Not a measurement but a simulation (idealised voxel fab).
process module | voxel released beams
cross-section cut | 270 nm wide | cells 5 nm
A cross-section is a grid of square cells, given in bands from the top down. A band is one or more rows of cells.
Each band's line starts with the height of the band's top and of its bottom, in nm. Then come its materials from left to right, each with its width in nm. One material with "throughout" fills the band from edge to edge. "air" is empty space.
Height 0 is the level under which the wafer as received is all one material. The lowest band goes on downwards, as in "0 down".
A width such as "30 to 40" changes by the same amount from each row of cells to the next, from the band's top row to its bottom row.
"no change" after a step means that no cell of the cross-section changed.
closed voids: empty space of 8 cells or more with no open way to the top, each as width x height at its distance from the left edge, in nm
after a step's settings: what the simulator itself notes on the step
overlay nm, on a step with a mask: how far to the right of its planned place the mask lay; to the left if negative
plan
1 op RECEIVE | material Si
2 op CONFORMAL_DEP | material SiN | thk nm 5
3 op DIRECTIONAL_DEP | material SiO2 | thk nm 10
4 op MASKED_ETCH | tone open | mask id ANCHOR | width nm 35 | etch materials SiO2 | depth nm 10 | overlay nm 0
5 op CONFORMAL_DEP | material polySi | thk nm 10
6 op DIRECTIONAL_DEP | material aC | thk nm 15
7 op PATTERN | tone cover | mask id BEAM | material resist | width nm 100 | thk nm 30 | overlay nm 0
8 op DIRECTIONAL_ETCH | etch materials aC | depth nm 15
9 op STRIP | etch materials resist
10 op DIRECTIONAL_ETCH | etch materials polySi | depth nm 10
11 op STRIP | etch materials aC
12 op STRIP | etch materials SiO2
as received, after step 1
  0 down: Si throughout
  closed voids: none
a wafer at the end: this start, this plan, one mistake
  25 to 15: air 80 | polySi 50 | air 140
  15 to 5: air 75 | polySi 10 | SiO2 35 | polySi 60 | air 90
  5 to 0: SiN throughout
  0 down: Si throughout
  closed voids: none
what went wrong: step 4 ran as: op MASKED_ETCH | tone cover | mask id ANCHOR | width nm 35 | etch materials SiO2 | depth nm 10 | overlay nm 0
